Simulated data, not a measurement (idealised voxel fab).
process module | voxel ribs on slabs
cross-section cut | 275 nm wide | cells 5 nm
A cross-section is a grid of square cells, given in bands from the top down. A band is one or more rows of cells.
Each band's line starts with the height of the band's top and of its bottom, in nm. Then come its materials from left to right, each with its width in nm. One material with "throughout" fills the band from edge to edge. "air" is empty space.
Height 0 is the level under which the wafer as received is all one material. The lowest band goes on downwards, as in "0 down".
A width such as "30 to 40" changes by the same amount from each row of cells to the next, from the band's top row to its bottom row.
"no change" after a step means that no cell of the cross-section changed.
closed voids: empty space of 8 cells or more with no open way to the top, each as width x height at its distance from the left edge, in nm
after a step's settings: what the simulator itself notes on the step
overlay nm, on a step with a mask: how far to the right of its planned place the mask lay; to the left if negative
plan
1 op RECEIVE | material Si
2 op DIRECTIONAL_DEP | material SiO2 | thk nm 30
3 op DIRECTIONAL_DEP | material polySi | thk nm 25
4 op MASKED_ETCH | tone cover | mask id RIB | width nm 20 | etch materials polySi | depth nm 5 | overlay nm 0
5 op MASKED_ETCH | tone cover | mask id SLAB | width nm 80 | etch materials polySi | depth nm 20 | overlay nm 0
6 op FILL_DEP | material SiO2 | thk nm 20
7 op CMP | height nm 70
8 op DIRECTIONAL_DEP | material TiN | thk nm 10
9 op MASKED_ETCH | tone cover | mask id HEATER | width nm 30 | etch materials TiN | depth nm 10 | overlay nm 0
10 op CONFORMAL_DEP | material SiN | thk nm 10
as received, after step 1
  0 down: Si throughout
  closed voids: none
first wafer at the end, as planned
  90 to 80: air 110 | SiN 50 | air 115
  80 to 70: SiN 120 | TiN 30 | SiN 125
  70 to 55: SiO2 throughout
  55 to 50: SiO2 125 | polySi 20 | SiO2 130
  50 to 30: SiO2 95 | polySi 80 | SiO2 100
  30 to 0: SiO2 throughout
  0 down: Si throughout
  closed voids: none
second wafer at the end: like start, like plan, one mistake
  90 to 85: air 110 | SiN 50 | air 115
  85 to 80: SiN throughout
  80 to 75: SiN 120 | TiN 30 | SiN 125
  75 to 70: TiN throughout
  70 to 55: SiO2 throughout
  55 to 50: SiO2 125 | polySi 20 | SiO2 130
  50 to 30: SiO2 95 | polySi 80 | SiO2 100
  30 to 0: SiO2 throughout
  0 down: Si throughout
  closed voids: none
what went wrong: step 9 ran as: op MASKED_ETCH | tone cover | mask id HEATER | width nm 30 | etch materials TiN | depth nm 5 | overlay nm 0
at the end the second wafer has, in cells: 4 fewer of SiN | 49 more of TiN
